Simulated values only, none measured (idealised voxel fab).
process module | voxel local oxidation
Xsec cut, 155 nm wide, square cell size 5 nm.
Format of a cross-section: grid, square cells. Given as bands. Order: top down. Band: one or more rows of cells. For a band, the entry starts with two heights in nm, that of the top and then that of the bottom, and carries on with the band's materials in order from left to right, each alongside its width in nm; the word "all across" beside a single material means it fills the band edge to edge, and "empty" means empty space. Heights are reckoned from 0. Under this level, the received wafer is all of one material. The bottommost band is open-ended downward, for example "top 0, no bottom". Per-row width for "30->40": begins at first number (top row of band), ends at second number (bottom row), increment between rows held constant. Basically "no alteration" means that step didn't change any cell in the cross-section. Basically, "Fully sealed cavities" tells you about the enclosed voids: empty spaces with no open way to the top, 8 cells or bigger, each written width x height at distance, where distance is from the left edge, all in nm. Whatever follows a step's settings on its line is a remark the simulator itself makes about that step. When a step includes a mask, the "overlay nm" setting on its line states how far to the right of its planned place that mask lay, and negative values state how far to the left.
**The planned process steps are enumerated hereunder**
1: RECEIVE | material Si
2: CONFORMAL_DEP | material SiO2 | thk nm 5
3: CONFORMAL_DEP | material SiN | thk nm 10
4: DIRECTIONAL_DEP | material aC | thk nm 15
5: PATTERN | tone cover | mask id ACTIVE | material resist | width nm 90 | thk nm 35 | overlay nm 0
6: DIRECTIONAL_ETCH | etch materials aC | depth nm 15
7: STRIP | etch materials resist
8: DIRECTIONAL_ETCH | etch materials SiN | depth nm 10
9: STRIP | etch materials aC
10: SELECTIVE_ETCH | etch materials SiO2 | depth nm 5
11: OXIDIZE | depth nm 10
12: STRIP | etch materials SiN
**Cross-section of the wafer upon arrival, representing the state reached after step 1**
    top 0, no bottom  Si all across
    Fully sealed cavities: none
**Looking at the first of two wafers in cross-section at end of module - ran to plan**
    top 5, bottom 0  35 of empty; 80 of SiO2; 40 of empty
    top 0, bottom -10  45 of SiO2; 60 of Si; 50 of SiO2
    top -10, no bottom  Si all across
    Fully sealed cavities: none
**Cross-sectional image of the second wafer of the two following completion of the module. Starting state and process plan were the same as for the first wafer; one execution error occurred**
    top 5, bottom 0  30 of empty; 80 of SiO2; 45 of empty
    top 0, bottom -10  40 of SiO2; 60 of Si; 55 of SiO2
    top -10, no bottom  Si all across
    Fully sealed cavities: none
It is concluded that the wafer was processed incorrectly with respect to the plan, in that step 5 was run on a setting that differed from the plan, and what really ran there is PATTERN | tone cover | mask id ACTIVE | material resist | width nm 90 | thk nm 35 | overlay nm -5
By the end, you'd get the same cell count for each material on either wafer, but the second wafer puts them somewhere else.
